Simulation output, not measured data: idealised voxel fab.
The following process module bears the name voxel tone inversion.
Each square cell in cross-section cut measures 5 nm, and the section as a whole is 275 nm wide.
Cross-section, as written here: a square-cell grid given band by band from the top down, where a band holds one or more rows of cells. The band entry comprises the height of the band's top followed by the height of its bottom, expressed in nm, and subsequently the band's materials from left to right, each stated together with its width in nm. Where a single material is marked with the word "full width", that material fills the band from edge to edge. The word "empty" represents empty space. Ref level 0: as-received wafer is one material below here. Bottom band extends down with no lower bound ("0..down"). With a width like "30..40", each row of cells in the band differs from the next by the same amount, the top row carrying the first number and the bottom row the second. Any step labelled "no modifications" changed none of the cells in the cross-section. Look at "Entrapped voids" for the closed voids: empty spaces with no open path to the top, sized 8 cells or up. Each is width x height at distance, distance from the left edge, all nm. It should be noted that, on the line of a given step, the content following the step's settings is a remark produced by the simulator itself with respect to that step. Each step line may optionally specify "overlay nm", which for a step with a mask gives the rightward distance between the mask's planned place and where it lay, a negative value indicating the leftward direction.

SET OUT BELOW ARE THE PLANNED STEPS OF THE PROCESS
1 RECEIVE [material Si]
2 CONFORMAL_DEP [material SiN] [thk nm 5]
3 DIRECTIONAL_DEP [material polySi] [thk nm 20]
4 PATTERN [tone cover] [mask id POSTS] [material resist] [width nm 15] [pitch nm 40] [thk nm 25] [overlay nm 0]
5 DIRECTIONAL_ETCH [etch materials polySi] [depth nm 20]
6 STRIP [etch materials resist]
7 FILL_DEP [material lowk] [thk nm 5]
8 CMP [height nm 25]
9 STRIP [etch materials polySi]
10 CONFORMAL_DEP [material TiN] [thk nm 5]
11 FILL_DEP [material Ru] [thk nm 10]
12 CMP [height nm 25]
13 CONFORMAL_DEP [material SiCN] [thk nm 5]

CROSS-SECTION, INCOMING MATERIAL, AFTER STEP 1
- 0..down | Si full width
- Entrapped voids: none

LOOK AT THE CROSS-SECTION AFTER THE MODULE: THE WAFER STARTED OUT THE WAY SHOWN ABOVE AND THE PLAN WAS THE ONE SHOWN ABOVE, YET ONE MISTAKE WAS MADE ALONG THE WAY
- 25..20 | SiCN full width
- 20..10 | lowk 70 / TiN 5 / Ru 5 / TiN 5 / lowk 25 / TiN 5 / Ru 5 / TiN 5 / lowk 25 / TiN 5 / Ru 5 / TiN 5 / lowk 25 / TiN 5 / Ru 5 / TiN 5 / lowk 70
- 10..5 | lowk 70 / TiN 15 / lowk 25 / TiN 15 / lowk 25 / TiN 15 / lowk 25 / TiN 15 / lowk 70
- 5..0 | SiN full width
- 0..down | Si full width
- Entrapped voids: none
What was the processing mistake? rather than as planned, step 12 actually ran as CMP [height nm 20]
